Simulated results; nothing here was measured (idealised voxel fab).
You're looking at the process module voxel capacitor over wiring.
Section cut is 210 nm wide and gridded with 5 nm square cells.
Cross-section format: a grid of square cells, given as bands from top to bottom; each band is one or more rows of cells. Top, bottom (nm), then materials left to right with widths (nm); lone material tagged "edge to edge" fills the whole band edge to edge; "air" = empty space. Ref level 0: as-received wafer is one material below here. Bottom band extends down with no lower bound ("0 down"). Graded width ("30..40"): value in top row of band = first number; value in bottom row = second number; row-to-row change constant. Any step labelled "left unchanged" changed none of the cells in the cross-section. Closed-off voids of 8+ cells (no open route to the top) go in "Enclosed voids", written width x height at distance from the left edge, in nm. Heads up: the bit after the settings on a step's line is the simulator's remark on that step. overlay nm: step with mask; distance mask lay right of planned place; negative value = left of planned place.

Listed below are the process steps as planned:
1) RECEIVE: material Si
2) CONFORMAL_DEP: material SiO2, thk nm 15
3) CONFORMAL_DEP: material SiN, thk nm 5
4) DIRECTIONAL_DEP: material SiO2, thk nm 25
5) PATTERN: tone open, mask id METAL_1, material resist, width nm 30, pitch nm 95, thk nm 20, overlay nm 0
6) DIRECTIONAL_ETCH: etch materials SiO2, depth nm 25
7) DIRECTIONAL_ETCH: etch materials SiN, depth nm 5
8) STRIP: etch materials resist
9) CONFORMAL_DEP: material TiN, thk nm 5
10) FILL_DEP: material Cu, thk nm 10
11) CMP: height nm 45
12) EPI: material Ru, thk nm 5
13) FILL_DEP: material SiCN, thk nm 5
14) DIRECTIONAL_DEP: material lowk, thk nm 15
15) PATTERN: tone open, mask id PLUG_1, material resist, width nm 15, thk nm 15, overlay nm 0
16) DIRECTIONAL_ETCH: etch materials lowk, depth nm 15
17) DIRECTIONAL_ETCH: etch materials SiCN, depth nm 5
18) STRIP: etch materials resist
19) CONFORMAL_DEP: material TiN, thk nm 5
20) FILL_DEP: material Cu, thk nm 10
21) CMP: height nm 70
22) DIRECTIONAL_DEP: material TiN, thk nm 10
23) DIRECTIONAL_DEP: material Al2O3, thk nm 5
24) DIRECTIONAL_DEP: material TiN, thk nm 10
25) MASKED_ETCH: tone cover, mask id UPPER_PLATE, width nm 70, etch materials TiN, depth nm 10, overlay nm 0
26) MASKED_ETCH: tone cover, mask id UPPER_PLATE, width nm 70, etch materials Al2O3, depth nm 5, overlay nm 0
27) DIRECTIONAL_DEP: material aC, thk nm 15
28) PATTERN: tone cover, mask id LOWER_PLATE, material resist, width nm 80, thk nm 30, overlay nm 0
29) DIRECTIONAL_ETCH: etch materials aC, depth nm 15
30) STRIP: etch materials resist
31) DIRECTIONAL_ETCH: etch materials TiN, depth nm 10
32) STRIP: etch materials aC
33) FILL_DEP: material SiO2, thk nm 20
34) CMP: height nm 110
35) MASKED_ETCH: tone open, mask id PLUG_2, width nm 15, etch materials SiO2, depth nm 15, overlay nm 0
36) CONFORMAL_DEP: material TiN, thk nm 5
37) FILL_DEP: material Cu, thk nm 10
38) CMP: height nm 110
39) CONFORMAL_DEP: material SiCN, thk nm 5

So this is the incoming wafer in cross-section - it's already been through step 1:
  0 down = Si edge to edge
  Enclosed voids: none

a wafer at the end: this start, this plan, one mistake:
  115 to 110 = SiCN edge to edge
  110 to 100 = SiO2=65  TiN=5  Cu=5  TiN=5  SiO2=130
  100 to 95 = SiO2=65  TiN=15  SiO2=130
  95 to 85 = SiO2=60  TiN=65  SiO2=85
  85 to 80 = SiO2=55  Al2O3=70  SiO2=85
  80 to 70 = SiO2=55  TiN=85  SiO2=70
  70 to 55 = lowk=55  TiN=5  Cu=5  TiN=5  lowk=140
  55 to 50 = SiCN=55  TiN=15  SiCN=140
  50 to 45 = SiCN=35  Ru=40  SiCN=55  Ru=40  SiCN=40
  45 to 20 = SiO2=40  TiN=5  Cu=20  TiN=5  SiO2=65  TiN=5  Cu=20  TiN=5  SiO2=45
  20 to 15 = SiN=40  TiN=30  SiN=65  TiN=30  SiN=45
  15 to 0 = SiO2 edge to edge
  0 down = Si edge to edge
  Enclosed voids: none
what went wrong: in deviation from the planned setting, step 28 was conducted as PATTERN: tone cover, mask id LOWER_PLATE, material resist, width nm 80, thk nm 30, overlay nm 10
